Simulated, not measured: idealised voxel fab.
process module | voxel gate over fins
cross-section cut | 300 nm wide | cells 5 nm
A cross-section is a grid of square cells, given in bands from the top down. A band is one or more rows of cells.
Each band's line starts with the height of the band's top and of its bottom, in nm. Then come its materials from left to right, each with its width in nm. One material with "throughout" fills the band from edge to edge. "air" is empty space.
Height 0 is the level under which the wafer as received is all one material. The lowest band goes on downwards, as in "0 down".
A width such as "30 to 40" changes by the same amount from each row of cells to the next, from the band's top row to its bottom row.
"no change" after a step means that no cell of the cross-section changed.
closed voids: empty space of 8 cells or more with no open way to the top, each as width x height at its distance from the left edge, in nm
after a step's settings: what the simulator itself notes on the step
overlay nm, on a step with a mask: how far to the right of its planned place the mask lay; to the left if negative
plan
1 op RECEIVE | material Si
2 op CONFORMAL_DEP | material SiN | thk nm 5
3 op MASKED_ETCH | tone cover | mask id FINS | width nm 15 | pitch nm 45 | etch materials SiN | depth nm 5 | overlay nm 0
4 op MASKED_ETCH | tone cover | mask id FINS | width nm 15 | pitch nm 45 | etch materials Si | depth nm 25 | overlay nm 0
5 op FILL_DEP | material SiO2 | thk nm 5
6 op CMP | height nm 5
7 op SELECTIVE_ETCH | etch materials SiO2 | depth nm 20
8 op STRIP | etch materials SiN
9 op CONFORMAL_DEP | material HfO2 | thk nm 5
10 op CONFORMAL_DEP | material TiN | thk nm 5
11 op CONFORMAL_DEP | material TiAl | thk nm 5
12 op CONFORMAL_DEP | material TiN | thk nm 5
13 op FILL_DEP | material W | thk nm 10
14 op CMP | height nm 25
15 op CONFORMAL_DEP | material SiCN | thk nm 5
varied across the wafers: depth nm of step 4. The plan shows the first wafer's value. All wafers start alike
first wafer as received, after step 1
  0 down: Si throughout
  closed voids: none
each wafer at the end: cells of each material gained (+) or lost (-) since it was received, then its closed voids
depth nm 25 | +72 HfO2 | -270 Si | +60 SiCN | +108 SiO2 | +72 TiAl | +138 TiN | +180 W | closed voids: none
depth nm 30 | +72 HfO2 | -324 Si | +60 SiCN | +162 SiO2 | +72 TiAl | +138 TiN | +180 W | closed voids: none
depth nm 35 | +72 HfO2 | -378 Si | +60 SiCN | +216 SiO2 | +72 TiAl | +138 TiN | +180 W | closed voids: none
depth nm 40 | +72 HfO2 | -432 Si | +60 SiCN | +270 SiO2 | +72 TiAl | +138 TiN | +180 W | closed voids: none
depth nm 45 | +72 HfO2 | -486 Si | +60 SiCN | +324 SiO2 | +72 TiAl | +138 TiN | +180 W | closed voids: none
depth nm 50 | +72 HfO2 | -540 Si | +60 SiCN | +378 SiO2 | +72 TiAl | +138 TiN | +180 W | closed voids: none
